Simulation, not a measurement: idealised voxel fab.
Name of the process module below: voxel transistor to metal
Section shown: cut. Width: 185 nm. Cell size: 5 nm, square.
Each cross-section below is a grid of square cells, stated as bands in top-down order, with one or more rows of cells making up each band. Top, bottom (nm), then materials left to right with widths (nm); lone material tagged "throughout" fills the whole band edge to edge; "blank" = empty space. Heights are expressed relative to 0, this being the level below which the as-received wafer comprises one material exclusively. The lowest band is unbounded in the downward direction and is denoted as in "z 0 and below". Width spec "30 to 40" -> top row of cells at first value, bottom row at second value, equal per-row change in between. Basically "no modification" means that step didn't change any cell in the cross-section. "Closed internal voids" specifies each empty space that is not open to the top and that occupies no fewer than 8 cells, using the form width x height at distance, the distance measured from the left edge and all three quantities in nm. If you see something after the settings on a step's line, that's the simulator's own remark about that step. Steps that use a mask can have "overlay nm" on their line. It says how far the mask sat to the right of where it was meant to be. Negative means to the left. Pairs, read this way: before one process step on the one hand, after it on the other, the after cross-section ending at the lowest band that changed; the step between, settings included, beneath. Same starting wafer throughout, but possibly different runs of this module, so no pair continues from the pair above unless its entry headed "Pre-process" says so.

[Pre-process]
z 20 to 15 | 65 of blank | 5 of SiN | 40 of blank | 5 of SiN | 70 of blank
z 15 to 0 | 65 of SiO2 | 5 of SiN | 40 of blank | 5 of SiN | 70 of SiO2
z 0 to -5 | 30 of SiO2 | 5 of SiN | 30 of SiO2 | 5 of SiN | 40 of blank | 5 of SiN | 30 of SiO2 | 5 of SiN | 35 of SiO2
z -5 to -10 | 60 of SiO2 | 5 of SiGe | 5 of SiO2 | 40 of blank | 5 of SiO2 | 5 of SiGe | 65 of SiO2
z -10 to -15 | 35 of SiO2 | 30 of SiGe | 50 of Si | 30 of SiGe | 40 of SiO2
z -15 to -50 | 35 of SiO2 | 110 of Si | 40 of SiO2
z -50 and below | Si throughout
Closed internal voids: none

[Cross-Section After Step]
z 25 to 20 | 60 of blank | 15 of HfO2 | 30 of blank | 15 of HfO2 | 65 of blank
z 20 to 15 | 65 of HfO2 | 5 of SiN | 5 of HfO2 | 30 of blank | 5 of HfO2 | 5 of SiN | 70 of HfO2
z 15 to 0 | 65 of SiO2 | 5 of SiN | 5 of HfO2 | 30 of blank | 5 of HfO2 | 5 of SiN | 70 of SiO2
z 0 to -5 | 30 of SiO2 | 5 of SiN | 30 of SiO2 | 5 of SiN | 5 of HfO2 | 30 of blank | 5 of HfO2 | 5 of SiN | 30 of SiO2 | 5 of SiN | 35 of SiO2
z -5 to -10 | 60 of SiO2 | 5 of SiGe | 5 of SiO2 | 40 of HfO2 | 5 of SiO2 | 5 of SiGe | 65 of SiO2
Unchanged below -10.
Closed internal voids: none
Connecting step for the cross-sections above: CONFORMAL_DEP,material HfO2,thk nm 5

Pre-process: the pre-step structure is the one depicted after the step in the pair just above.

[Cross-Section After Step]
z 30 to 25 | 55 of blank | 25 of TiN | 20 of blank | 25 of TiN | 60 of blank
z 25 to 20 | 60 of TiN | 15 of HfO2 | 5 of TiN | 20 of blank | 5 of TiN | 15 of HfO2 | 65 of TiN
z 20 to 15 | 65 of HfO2 | 5 of SiN | 5 of HfO2 | 5 of TiN | 20 of blank | 5 of TiN | 5 of HfO2 | 5 of SiN | 70 of HfO2
z 15 to 0 | 65 of SiO2 | 5 of SiN | 5 of HfO2 | 5 of TiN | 20 of blank | 5 of TiN | 5 of HfO2 | 5 of SiN | 70 of SiO2
z 0 to -5 | 30 of SiO2 | 5 of SiN | 30 of SiO2 | 5 of SiN | 5 of HfO2 | 30 of TiN | 5 of HfO2 | 5 of SiN | 30 of SiO2 | 5 of SiN | 35 of SiO2
Unchanged below -5.
Closed internal voids: none
Connecting step for the cross-sections above: CONFORMAL_DEP,material TiN,thk nm 5

Pre-process: the pre-step structure is the one depicted after the step in the pair just above.

[Cross-Section After Step]
z 35 to 30 | W throughout
z 30 to 25 | 55 of W | 25 of TiN | 20 of W | 25 of TiN | 60 of W
z 25 to 20 | 60 of TiN | 15 of HfO2 | 5 of TiN | 20 of W | 5 of TiN | 15 of HfO2 | 65 of TiN
z 20 to 15 | 65 of HfO2 | 5 of SiN | 5 of HfO2 | 5 of TiN | 20 of W | 5 of TiN | 5 of HfO2 | 5 of SiN | 70 of HfO2
z 15 to 0 | 65 of SiO2 | 5 of SiN | 5 of HfO2 | 5 of TiN | 20 of W | 5 of TiN | 5 of HfO2 | 5 of SiN | 70 of SiO2
Unchanged below 0.
Closed internal voids: none
Connecting step for the cross-sections above: FILL_DEP,material W,thk nm 5

Pre-process: the pre-step structure is the one depicted after the step in the pair just above.

[Cross-Section After Step]
z 15 to 0 | 65 of SiO2 | 5 of SiN | 5 of HfO2 | 5 of TiN | 20 of W | 5 of TiN | 5 of HfO2 | 5 of SiN | 70 of SiO2
Unchanged below 0.
Closed internal voids: none
Connecting step for the cross-sections above: CMP,height nm 15

Pre-process: the pre-step structure is the one depicted after the step in the pair just above.

[Cross-Section After Step]
z 30 to 15 | SiO2 throughout
Unchanged below 15.
Closed internal voids: none
Connecting step for the cross-sections above: DIRECTIONAL_DEP,material SiO2,thk nm 15

Pre-process: the pre-step structure is the one depicted after the step in the pair just above.

[Cross-Section After Step]
z 45 to 30 | 40 of resist | 15 of blank | 70 of resist | 15 of blank | 45 of resist
Unchanged below 30.
Closed internal voids: none
Connecting step for the cross-sections above: PATTERN,tone open,mask id CONTACT,material resist,width nm 15,pitch nm 85,thk nm 15,overlay nm 0

Pre-process: the pre-step structure is the one depicted after the step in the pair just above.

[Cross-Section After Step]
z 45 to 30 | 40 of resist | 15 of blank | 70 of resist | 15 of blank | 45 of resist
z 30 to 15 | 40 of SiO2 | 15 of blank | 70 of SiO2 | 15 of blank | 45 of SiO2
z 15 to 0 | 40 of SiO2 | 15 of blank | 10 of SiO2 | 5 of SiN | 5 of HfO2 | 5 of TiN | 20 of W | 5 of TiN | 5 of HfO2 | 5 of SiN | 10 of SiO2 | 15 of blank | 45 of SiO2
z 0 to -5 | 30 of SiO2 | 5 of SiN | 5 of SiO2 | 15 of blank | 10 of SiO2 | 5 of SiN | 5 of HfO2 | 30 of TiN | 5 of HfO2 | 5 of SiN | 10 of SiO2 | 15 of blank | 5 of SiO2 | 5 of SiN | 35 of SiO2
z -5 to -10 | 40 of SiO2 | 15 of blank | 5 of SiO2 | 5 of SiGe | 5 of SiO2 | 40 of HfO2 | 5 of SiO2 | 5 of SiGe | 5 of SiO2 | 15 of blank | 45 of SiO2
Unchanged below -10.
Closed internal voids: none
Connecting step for the cross-sections above: DIRECTIONAL_ETCH,etch materials SiO2,depth nm 40

Pre-process: the pre-step structure is the one depicted after the step in the pair just above.

[Cross-Section After Step]
z 30 to 15 | 40 of SiO2 | 15 of blank | 70 of SiO2 | 15 of blank | 45 of SiO2
Unchanged below 15.
Closed internal voids: none
Connecting step for the cross-sections above: STRIP,etch materials resist

Pre-process: the pre-step structure is the one depicted after the step in the pair just above.

[Cross-Section After Step]
z 35 to 30 | 45 of TiN | 5 of blank | 80 of TiN | 5 of blank | 50 of TiN
z 30 to 15 | 40 of SiO2 | 5 of TiN | 5 of blank | 5 of TiN | 70 of SiO2 | 5 of TiN | 5 of blank | 5 of TiN | 45 of SiO2
z 15 to 0 | 40 of SiO2 | 5 of TiN | 5 of blank | 5 of TiN | 10 of SiO2 | 5 of SiN | 5 of HfO2 | 5 of TiN | 20 of W | 5 of TiN | 5 of HfO2 | 5 of SiN | 10 of SiO2 | 5 of TiN | 5 of blank | 5 of TiN | 45 of SiO2
z 0 to -5 | 30 of SiO2 | 5 of SiN | 5 of SiO2 | 5 of TiN | 5 of blank | 5 of TiN | 10 of SiO2 | 5 of SiN | 5 of HfO2 | 30 of TiN | 5 of HfO2 | 5 of SiN | 10 of SiO2 | 5 of TiN | 5 of blank | 5 of TiN | 5 of SiO2 | 5 of SiN | 35 of SiO2
z -5 to -10 | 40 of SiO2 | 15 of TiN | 5 of SiO2 | 5 of SiGe | 5 of SiO2 | 40 of HfO2 | 5 of SiO2 | 5 of SiGe | 5 of SiO2 | 15 of TiN | 45 of SiO2
Unchanged below -10.
Closed internal voids: none
Connecting step for the cross-sections above: CONFORMAL_DEP,material TiN,thk nm 5

Pre-process: the pre-step structure is the one depicted after the step in the pair just above.

[Cross-Section After Step]
z 45 to 35 | Ru throughout
z 35 to 30 | 45 of TiN | 5 of Ru | 80 of TiN | 5 of Ru | 50 of TiN
z 30 to 15 | 40 of SiO2 | 5 of TiN | 5 of Ru | 5 of TiN | 70 of SiO2 | 5 of TiN | 5 of Ru | 5 of TiN | 45 of SiO2
z 15 to 0 | 40 of SiO2 | 5 of TiN | 5 of Ru | 5 of TiN | 10 of SiO2 | 5 of SiN | 5 of HfO2 | 5 of TiN | 20 of W | 5 of TiN | 5 of HfO2 | 5 of SiN | 10 of SiO2 | 5 of TiN | 5 of Ru | 5 of TiN | 45 of SiO2
z 0 to -5 | 30 of SiO2 | 5 of SiN | 5 of SiO2 | 5 of TiN | 5 of Ru | 5 of TiN | 10 of SiO2 | 5 of SiN | 5 of HfO2 | 30 of TiN | 5 of HfO2 | 5 of SiN | 10 of SiO2 | 5 of TiN | 5 of Ru | 5 of TiN | 5 of SiO2 | 5 of SiN | 35 of SiO2
Unchanged below -5.
Closed internal voids: none
Connecting step for the cross-sections above: FILL_DEP,material Ru,thk nm 10

Pre-process: the pre-step structure is the one depicted after the step in the pair just above.

[Cross-Section After Step]
z 30 to 15 | 40 of SiO2 | 5 of TiN | 5 of Ru | 5 of TiN | 70 of SiO2 | 5 of TiN | 5 of Ru | 5 of TiN | 45 of SiO2
Unchanged below 15.
Closed internal voids: none
Connecting step for the cross-sections above: CMP,height nm 30

Pre-process: the pre-step structure is the one depicted after the step in the pair just above.

[Cross-Section After Step]
z 35 to 30 | SiN throughout
Unchanged below 30.
Closed internal voids: none
Connecting step for the cross-sections above: CONFORMAL_DEP,material SiN,thk nm 5

Pre-process: the pre-step structure is the one depicted after the step in the pair just above.

[Cross-Section After Step]
z 60 to 35 | SiO2 throughout
Unchanged below 35.
Closed internal voids: none
Connecting step for the cross-sections above: DIRECTIONAL_DEP,material SiO2,thk nm 25

Pre-process: the pre-step structure is the one depicted after the step in the pair just above.

[Cross-Section After Step]
z 80 to 60 | 40 of resist | 15 of blank | 70 of resist | 15 of blank | 45 of resist
Unchanged below 60.
Closed internal voids: none
Connecting step for the cross-sections above: PATTERN,tone open,mask id METAL_1,material resist,width nm 15,pitch nm 85,thk nm 20,overlay nm 0

Pre-process: the pre-step structure is the one depicted after the step in the pair just above.

[Cross-Section After Step]
z 80 to 60 | 40 of resist | 15 of blank | 70 of resist | 15 of blank | 45 of resist
z 60 to 35 | 40 of SiO2 | 15 of blank | 70 of SiO2 | 15 of blank | 45 of SiO2
Unchanged below 35.
Closed internal voids: none
Connecting step for the cross-sections above: DIRECTIONAL_ETCH,etch materials SiO2,depth nm 25

Pre-process: the pre-step structure is the one depicted after the step in the pair just above.

[Cross-Section After Step]
z 80 to 60 | 40 of resist | 15 of blank | 70 of resist | 15 of blank | 45 of resist
z 60 to 35 | 40 of SiO2 | 15 of blank | 70 of SiO2 | 15 of blank | 45 of SiO2
z 35 to 30 | 40 of SiN | 15 of blank | 70 of SiN | 15 of blank | 45 of SiN
Unchanged below 30.
Closed internal voids: none
Connecting step for the cross-sections above: DIRECTIONAL_ETCH,etch materials SiN,depth nm 5

Pre-process: the pre-step structure is the one depicted after the step in the pair just above.

[Cross-Section After Step]
z 60 to 35 | 40 of SiO2 | 15 of blank | 70 of SiO2 | 15 of blank | 45 of SiO2
Unchanged below 35.
Closed internal voids: none
Connecting step for the cross-sections above: STRIP,etch materials resist

Pre-process: the pre-step structure is the one depicted after the step in the pair just above.

[Cross-Section After Step]
z 65 to 60 | 45 of TiN | 5 of blank | 80 of TiN | 5 of blank | 50 of TiN
z 60 to 35 | 40 of SiO2 | 5 of TiN | 5 of blank | 5 of TiN | 70 of SiO2 | 5 of TiN | 5 of blank | 5 of TiN | 45 of SiO2
z 35 to 30 | 40 of SiN | 15 of TiN | 70 of SiN | 15 of TiN | 45 of SiN
Unchanged below 30.
Closed internal voids: none
Connecting step for the cross-sections above: CONFORMAL_DEP,material TiN,thk nm 5

Pre-process: the pre-step structure is the one depicted after the step in the pair just above.

[Cross-Section After Step]
z 75 to 65 | Cu throughout
z 65 to 60 | 45 of TiN | 5 of Cu | 80 of TiN | 5 of Cu | 50 of TiN
z 60 to 35 | 40 of SiO2 | 5 of TiN | 5 of Cu | 5 of TiN | 70 of SiO2 | 5 of TiN | 5 of Cu | 5 of TiN | 45 of SiO2
Unchanged below 35.
Closed internal voids: none
Connecting step for the cross-sections above: FILL_DEP,material Cu,thk nm 10

Pre-process: the pre-step structure is the one depicted after the step in the pair just above.

[Cross-Section After Step]
z 60 to 35 | 40 of SiO2 | 5 of TiN | 5 of Cu | 5 of TiN | 70 of SiO2 | 5 of TiN | 5 of Cu | 5 of TiN | 45 of SiO2
Unchanged below 35.
Closed internal voids: none
Connecting step for the cross-sections above: CMP,height nm 60

Pre-process: the pre-step structure is the one depicted after the step in the pair just above.

[Cross-Section After Step]
z 65 to 60 | SiCN throughout
Unchanged below 60.
Closed internal voids: none
Connecting step for the cross-sections above: CONFORMAL_DEP,material SiCN,thk nm 5

[Pre-process]
z 30 to 15 | 40 of SiO2 | 5 of TiN | 5 of Ru | 5 of TiN | 70 of SiO2 | 5 of TiN | 5 of Ru | 5 of TiN | 45 of SiO2
z 15 to 0 | 40 of SiO2 | 5 of TiN | 5 of Ru | 5 of TiN | 10 of SiO2 | 5 of SiN | 5 of HfO2 | 5 of TiN | 20 of W | 5 of TiN | 5 of HfO2 | 5 of SiN | 10 of SiO2 | 5 of TiN | 5 of Ru | 5 of TiN | 45 of SiO2
z 0 to -5 | 30 of SiO2 | 5 of SiN | 5 of SiO2 | 5 of TiN | 5 of Ru | 5 of TiN | 10 of SiO2 | 5 of SiN | 5 of HfO2 | 30 of TiN | 5 of HfO2 | 5 of SiN | 10 of SiO2 | 5 of TiN | 5 of Ru | 5 of TiN | 5 of SiO2 | 5 of SiN | 35 of SiO2
z -5 to -10 | 40 of SiO2 | 15 of TiN | 5 of SiO2 | 5 of SiGe | 5 of SiO2 | 40 of HfO2 | 5 of SiO2 | 5 of SiGe | 5 of SiO2 | 15 of TiN | 45 of SiO2
z -10 to -15 | 35 of SiO2 | 30 of SiGe | 50 of Si | 30 of SiGe | 40 of SiO2
z -15 to -30 | 35 of SiO2 | 110 of Si | 40 of SiO2
z -30 and below | Si throughout
Closed internal voids: none

[Cross-Section After Step]
z 55 to 30 | SiO2 throughout
Unchanged below 30.
Closed internal voids: none
Connecting step for the cross-sections above: DIRECTIONAL_DEP,material SiO2,thk nm 25

Pre-process: the pre-step structure is the one depicted after the step in the pair just above.

[Cross-Section After Step]
z 60 to 55 | SiN throughout
Unchanged below 55.
Closed internal voids: none
Connecting step for the cross-sections above: CONFORMAL_DEP,material SiN,thk nm 5

Pre-process: the pre-step structure is the one depicted after the step in the pair just above.

[Cross-Section After Step]
z 80 to 60 | 40 of resist | 15 of blank | 70 of resist | 15 of blank | 45 of resist
Unchanged below 60.
Closed internal voids: none
Connecting step for the cross-sections above: PATTERN,tone open,mask id METAL_1,material resist,width nm 15,pitch nm 85,thk nm 20,overlay nm 0

Pre-process: the pre-step structure is the one depicted after the step in the pair just above.

[Cross-Section After Step]
z 80 to 60 | 40 of resist | 15 of blank | 70 of resist | 15 of blank | 45 of resist
z 60 to 55 | 40 of SiN | 15 of blank | 70 of SiN | 15 of blank | 45 of SiN
Unchanged below 55.
Closed internal voids: none
Connecting step for the cross-sections above: DIRECTIONAL_ETCH,etch materials SiN,depth nm 5

Pre-process: the pre-step structure is the one depicted after the step in the pair just above.

[Cross-Section After Step]
z 60 to 55 | 40 of SiN | 15 of blank | 70 of SiN | 15 of blank | 45 of SiN
Unchanged below 55.
Closed internal voids: none
Connecting step for the cross-sections above: STRIP,etch materials resist

Pre-process: the pre-step structure is the one depicted after the step in the pair just above.

[Cross-Section After Step]
z 65 to 60 | 45 of TiN | 5 of blank | 80 of TiN | 5 of blank | 50 of TiN
z 60 to 55 | 40 of SiN | 15 of TiN | 70 of SiN | 15 of TiN | 45 of SiN
Unchanged below 55.
Closed internal voids: none
Connecting step for the cross-sections above: CONFORMAL_DEP,material TiN,thk nm 5

Pre-process: the pre-step structure is the one depicted after the step in the pair just above.

[Cross-Section After Step]
z 75 to 65 | Cu throughout
z 65 to 60 | 45 of TiN | 5 of Cu | 80 of TiN | 5 of Cu | 50 of TiN
Unchanged below 60.
Closed internal voids: none
Connecting step for the cross-sections above: FILL_DEP,material Cu,thk nm 10

Pre-process: the pre-step structure is the one depicted after the step in the pair just above.

[Cross-Section After Step]
z 60 to 55 | 40 of SiN | 15 of TiN | 70 of SiN | 15 of TiN | 45 of SiN
Unchanged below 55.
Closed internal voids: none
Connecting step for the cross-sections above: CMP,height nm 60

Pre-process: the pre-step structure is the one depicted after the step in the pair just above.

[Cross-Section After Step]
z 65 to 60 | SiCN throughout
Unchanged below 60.
Closed internal voids: none
Connecting step for the cross-sections above: CONFORMAL_DEP,material SiCN,thk nm 5

[Pre-process]
z 30 to 25 | 65 of blank | 5 of SiN | 5 of blank | 30 of SiCN | 5 of blank | 5 of SiN | 70 of blank
z 25 to 20 | 65 of blank | 5 of SiN | 5 of SiO2 | 30 of SiCN | 5 of SiO2 | 5 of SiN | 70 of blank
z 20 to 0 | 65 of blank | 5 of SiN | 5 of SiO2 | 30 of polySi | 5 of SiO2 | 5 of SiN | 70 of blank
z 0 to -5 | 30 of blank | 5 of SiN | 30 of blank | 5 of SiN | 5 of SiO2 | 30 of polySi | 5 of SiO2 | 5 of SiN | 30 of blank | 5 of SiN | 35 of blank
z -5 to -10 | 35 of SiO2 | 30 of blank | 50 of SiO2 | 30 of blank | 40 of SiO2
z -10 to -30 | 35 of SiO2 | 110 of Si | 40 of SiO2
z -30 and below | Si throughout
Closed internal voids: none

[Cross-Section After Step]
z 30 to 25 | 65 of blank | 5 of SiN | 5 of blank | 30 of SiCN | 5 of blank | 5 of SiN | 70 of blank
z 25 to 20 | 65 of blank | 5 of SiN | 5 of SiO2 | 30 of SiCN | 5 of SiO2 | 5 of SiN | 70 of blank
z 20 to 0 | 65 of blank | 5 of SiN | 5 of SiO2 | 30 of polySi | 5 of SiO2 | 5 of SiN | 70 of blank
z 0 to -5 | 30 of blank | 5 of SiN | 30 of blank | 5 of SiN | 5 of SiO2 | 30 of polySi | 5 of SiO2 | 5 of SiN | 30 of blank | 5 of SiN | 35 of blank
z -5 to -10 | 35 of SiO2 | 30 of blank | 50 of SiO2 | 30 of blank | 40 of SiO2
z -10 to -25 | 35 of SiO2 | 30 of blank | 50 of Si | 30 of blank | 40 of SiO2
Unchanged below -25.
Closed internal voids: none
Connecting step for the cross-sections above: DIRECTIONAL_ETCH,etch materials Si,depth nm 15

Pre-process: the pre-step structure is the one depicted after the step in the pair just above.

[Cross-Section After Step]
z 30 to 25 | 65 of blank | 5 of SiN | 5 of blank | 30 of SiCN | 5 of blank | 5 of SiN | 70 of blank
z 25 to 20 | 65 of blank | 5 of SiN | 5 of SiO2 | 30 of SiCN | 5 of SiO2 | 5 of SiN | 70 of blank
z 20 to 0 | 65 of blank | 5 of SiN | 5 of SiO2 | 30 of polySi | 5 of SiO2 | 5 of SiN | 70 of blank
z 0 to -5 | 30 of blank | 5 of SiN | 30 of blank | 5 of SiN | 5 of SiO2 | 30 of polySi | 5 of SiO2 | 5 of SiN | 30 of blank | 5 of SiN | 35 of blank
z -5 to -10 | 35 of SiO2 | 25 of blank | 5 of SiGe | 50 of SiO2 | 5 of SiGe | 25 of blank | 40 of SiO2
z -10 to -20 | 35 of SiO2 | 25 of blank | 5 of SiGe | 50 of Si | 5 of SiGe | 25 of blank | 40 of SiO2
z -20 to -25 | 35 of SiO2 | 30 of SiGe | 50 of Si | 30 of SiGe | 40 of SiO2
Unchanged below -25.
Closed internal voids: none
Connecting step for the cross-sections above: EPI,material SiGe,thk nm 5

Pre-process: the pre-step structure is the one depicted after the step in the pair just above.

[Cross-Section After Step]
z 35 to 30 | SiO2 throughout
z 30 to 20 | 65 of SiO2 | 5 of SiN | 5 of SiO2 | 30 of SiCN | 5 of SiO2 | 5 of SiN | 70 of SiO2
z 20 to 0 | 65 of SiO2 | 5 of SiN | 5 of SiO2 | 30 of polySi | 5 of SiO2 | 5 of SiN | 70 of SiO2
z 0 to -5 | 30 of SiO2 | 5 of SiN | 30 of SiO2 | 5 of SiN | 5 of SiO2 | 30 of polySi | 5 of SiO2 | 5 of SiN | 30 of SiO2 | 5 of SiN | 35 of SiO2
z -5 to -10 | 60 of SiO2 | 5 of SiGe | 50 of SiO2 | 5 of SiGe | 65 of SiO2
z -10 to -20 | 60 of SiO2 | 5 of SiGe | 50 of Si | 5 of SiGe | 65 of SiO2
Unchanged below -20.
Closed internal voids: none
Connecting step for the cross-sections above: FILL_DEP,material SiO2,thk nm 5

Pre-process: the pre-step structure is the one depicted after the step in the pair just above.

[Cross-Section After Step]
z 20 to 0 | 65 of SiO2 | 5 of SiN | 5 of SiO2 | 30 of polySi | 5 of SiO2 | 5 of SiN | 70 of SiO2
Unchanged below 0.
Closed internal voids: none
Connecting step for the cross-sections above: CMP,height nm 20

Pre-process: the pre-step structure is the one depicted after the step in the pair just above.

[Cross-Section After Step]
z 20 to 0 | 65 of SiO2 | 5 of SiN | 5 of SiO2 | 30 of blank | 5 of SiO2 | 5 of SiN | 70 of SiO2
z 0 to -5 | 30 of SiO2 | 5 of SiN | 30 of SiO2 | 5 of SiN | 5 of SiO2 | 30 of blank | 5 of SiO2 | 5 of SiN | 30 of SiO2 | 5 of SiN | 35 of SiO2
Unchanged below -5.
Closed internal voids: none
Connecting step for the cross-sections above: STRIP,etch materials polySi

Pre-process: the pre-step structure is the one depicted after the step in the pair just above.

[Cross-Section After Step]
z 20 to 15 | 65 of blank | 5 of SiN | 40 of blank | 5 of SiN | 70 of blank
z 15 to 0 | 65 of SiO2 | 5 of SiN | 40 of blank | 5 of SiN | 70 of SiO2
z 0 to -5 | 30 of SiO2 | 5 of SiN | 30 of SiO2 | 5 of SiN | 40 of blank | 5 of SiN | 30 of SiO2 | 5 of SiN | 35 of SiO2
z -5 to -10 | 60 of SiO2 | 5 of SiGe | 5 of SiO2 | 40 of blank | 5 of SiO2 | 5 of SiGe | 65 of SiO2
Unchanged below -10.
Closed internal voids: none
Connecting step for the cross-sections above: SELECTIVE_ETCH,etch materials SiO2,depth nm 5

Pre-process: the pre-step structure is the one depicted after the step in the pair just above.

[Cross-Section After Step]
z 25 to 20 | 60 of blank | 15 of HfO2 | 30 of blank | 15 of HfO2 | 65 of blank
z 20 to 15 | 65 of HfO2 | 5 of SiN | 5 of HfO2 | 30 of blank | 5 of HfO2 | 5 of SiN | 70 of HfO2
z 15 to 0 | 65 of SiO2 | 5 of SiN | 5 of HfO2 | 30 of blank | 5 of HfO2 | 5 of SiN | 70 of SiO2
z 0 to -5 | 30 of SiO2 | 5 of SiN | 30 of SiO2 | 5 of SiN | 5 of HfO2 | 30 of blank | 5 of HfO2 | 5 of SiN | 30 of SiO2 | 5 of SiN | 35 of SiO2
z -5 to -10 | 60 of SiO2 | 5 of SiGe | 5 of SiO2 | 40 of HfO2 | 5 of SiO2 | 5 of SiGe | 65 of SiO2
Unchanged below -10.
Closed internal voids: none
Connecting step for the cross-sections above: CONFORMAL_DEP,material HfO2,thk nm 5

Pre-process: the pre-step structure is the one depicted after the step in the pair just above.

[Cross-Section After Step]
z 30 to 25 | 55 of blank | 25 of TiN | 20 of blank | 25 of TiN | 60 of blank
z 25 to 20 | 60 of TiN | 15 of HfO2 | 5 of TiN | 20 of blank | 5 of TiN | 15 of HfO2 | 65 of TiN
z 20 to 15 | 65 of HfO2 | 5 of SiN | 5 of HfO2 | 5 of TiN | 20 of blank | 5 of TiN | 5 of HfO2 | 5 of SiN | 70 of HfO2
z 15 to 0 | 65 of SiO2 | 5 of SiN | 5 of HfO2 | 5 of TiN | 20 of blank | 5 of TiN | 5 of HfO2 | 5 of SiN | 70 of SiO2
z 0 to -5 | 30 of SiO2 | 5 of SiN | 30 of SiO2 | 5 of SiN | 5 of HfO2 | 30 of TiN | 5 of HfO2 | 5 of SiN | 30 of SiO2 | 5 of SiN | 35 of SiO2
Unchanged below -5.
Closed internal voids: none
Connecting step for the cross-sections above: CONFORMAL_DEP,material TiN,thk nm 5

Pre-process: the pre-step structure is the one depicted after the step in the pair just above.

[Cross-Section After Step]
z 35 to 30 | W throughout
z 30 to 25 | 55 of W | 25 of TiN | 20 of W | 25 of TiN | 60 of W
z 25 to 20 | 60 of TiN | 15 of HfO2 | 5 of TiN | 20 of W | 5 of TiN | 15 of HfO2 | 65 of TiN
z 20 to 15 | 65 of HfO2 | 5 of SiN | 5 of HfO2 | 5 of TiN | 20 of W | 5 of TiN | 5 of HfO2 | 5 of SiN | 70 of HfO2
z 15 to 0 | 65 of SiO2 | 5 of SiN | 5 of HfO2 | 5 of TiN | 20 of W | 5 of TiN | 5 of HfO2 | 5 of SiN | 70 of SiO2
Unchanged below 0.
Closed internal voids: none
Connecting step for the cross-sections above: FILL_DEP,material W,thk nm 5

Pre-process: the pre-step structure is the one depicted after the step in the pair just above.

[Cross-Section After Step]
z 15 to 0 | 65 of SiO2 | 5 of SiN | 5 of HfO2 | 5 of TiN | 20 of W | 5 of TiN | 5 of HfO2 | 5 of SiN | 70 of SiO2
Unchanged below 0.
Closed internal voids: none
Connecting step for the cross-sections above: CMP,height nm 15

Pre-process: the pre-step structure is the one depicted after the step in the pair just above.

[Cross-Section After Step]
z 30 to 15 | SiO2 throughout
Unchanged below 15.
Closed internal voids: none
Connecting step for the cross-sections above: DIRECTIONAL_DEP,material SiO2,thk nm 15

Pre-process: the pre-step structure is the one depicted after the step in the pair just above.

[Cross-Section After Step]
z 45 to 30 | 40 of resist | 15 of blank | 70 of resist | 15 of blank | 45 of resist
Unchanged below 30.
Closed internal voids: none
Connecting step for the cross-sections above: PATTERN,tone open,mask id CONTACT,material resist,width nm 15,pitch nm 85,thk nm 15,overlay nm 0

Pre-process: the pre-step structure is the one depicted after the step in the pair just above.

[Cross-Section After Step]
z 45 to 30 | 40 of resist | 15 of blank | 70 of resist | 15 of blank | 45 of resist
z 30 to 15 | 40 of SiO2 | 15 of blank | 70 of SiO2 | 15 of blank | 45 of SiO2
z 15 to 0 | 40 of SiO2 | 15 of blank | 10 of SiO2 | 5 of SiN | 5 of HfO2 | 5 of TiN | 20 of W | 5 of TiN | 5 of HfO2 | 5 of SiN | 10 of SiO2 | 15 of blank | 45 of SiO2
z 0 to -5 | 30 of SiO2 | 5 of SiN | 5 of SiO2 | 15 of blank | 10 of SiO2 | 5 of SiN | 5 of HfO2 | 30 of TiN | 5 of HfO2 | 5 of SiN | 10 of SiO2 | 15 of blank | 5 of SiO2 | 5 of SiN | 35 of SiO2
z -5 to -10 | 40 of SiO2 | 15 of blank | 5 of SiO2 | 5 of SiGe | 5 of SiO2 | 40 of HfO2 | 5 of SiO2 | 5 of SiGe | 5 of SiO2 | 15 of blank | 45 of SiO2
Unchanged below -10.
Closed internal voids: none
Connecting step for the cross-sections above: DIRECTIONAL_ETCH,etch materials SiO2,depth nm 40

Pre-process: the pre-step structure is the one depicted after the step in the pair just above.

[Cross-Section After Step]
z 30 to 15 | 40 of SiO2 | 15 of blank | 70 of SiO2 | 15 of blank | 45 of SiO2
Unchanged below 15.
Closed internal voids: none
Connecting step for the cross-sections above: STRIP,etch materials resist

Pre-process: the pre-step structure is the one depicted after the step in the pair just above.

[Cross-Section After Step]
z 35 to 30 | 45 of TiN | 5 of blank | 80 of TiN | 5 of blank | 50 of TiN
z 30 to 15 | 40 of SiO2 | 5 of TiN | 5 of blank | 5 of TiN | 70 of SiO2 | 5 of TiN | 5 of blank | 5 of TiN | 45 of SiO2
z 15 to 0 | 40 of SiO2 | 5 of TiN | 5 of blank | 5 of TiN | 10 of SiO2 | 5 of SiN | 5 of HfO2 | 5 of TiN | 20 of W | 5 of TiN | 5 of HfO2 | 5 of SiN | 10 of SiO2 | 5 of TiN | 5 of blank | 5 of TiN | 45 of SiO2
z 0 to -5 | 30 of SiO2 | 5 of SiN | 5 of SiO2 | 5 of TiN | 5 of blank | 5 of TiN | 10 of SiO2 | 5 of SiN | 5 of HfO2 | 30 of TiN | 5 of HfO2 | 5 of SiN | 10 of SiO2 | 5 of TiN | 5 of blank | 5 of TiN | 5 of SiO2 | 5 of SiN | 35 of SiO2
z -5 to -10 | 40 of SiO2 | 15 of TiN | 5 of SiO2 | 5 of SiGe | 5 of SiO2 | 40 of HfO2 | 5 of SiO2 | 5 of SiGe | 5 of SiO2 | 15 of TiN | 45 of SiO2
Unchanged below -10.
Closed internal voids: none
Connecting step for the cross-sections above: CONFORMAL_DEP,material TiN,thk nm 5

Pre-process: the pre-step structure is the one depicted after the step in the pair just above.

[Cross-Section After Step]
z 45 to 35 | Ru throughout
z 35 to 30 | 45 of TiN | 5 of Ru | 80 of TiN | 5 of Ru | 50 of TiN
z 30 to 15 | 40 of SiO2 | 5 of TiN | 5 of Ru | 5 of TiN | 70 of SiO2 | 5 of TiN | 5 of Ru | 5 of TiN | 45 of SiO2
z 15 to 0 | 40 of SiO2 | 5 of TiN | 5 of Ru | 5 of TiN | 10 of SiO2 | 5 of SiN | 5 of HfO2 | 5 of TiN | 20 of W | 5 of TiN | 5 of HfO2 | 5 of SiN | 10 of SiO2 | 5 of TiN | 5 of Ru | 5 of TiN | 45 of SiO2
z 0 to -5 | 30 of SiO2 | 5 of SiN | 5 of SiO2 | 5 of TiN | 5 of Ru | 5 of TiN | 10 of SiO2 | 5 of SiN | 5 of HfO2 | 30 of TiN | 5 of HfO2 | 5 of SiN | 10 of SiO2 | 5 of TiN | 5 of Ru | 5 of TiN | 5 of SiO2 | 5 of SiN | 35 of SiO2
Unchanged below -5.
Closed internal voids: none
Connecting step for the cross-sections above: FILL_DEP,material Ru,thk nm 10
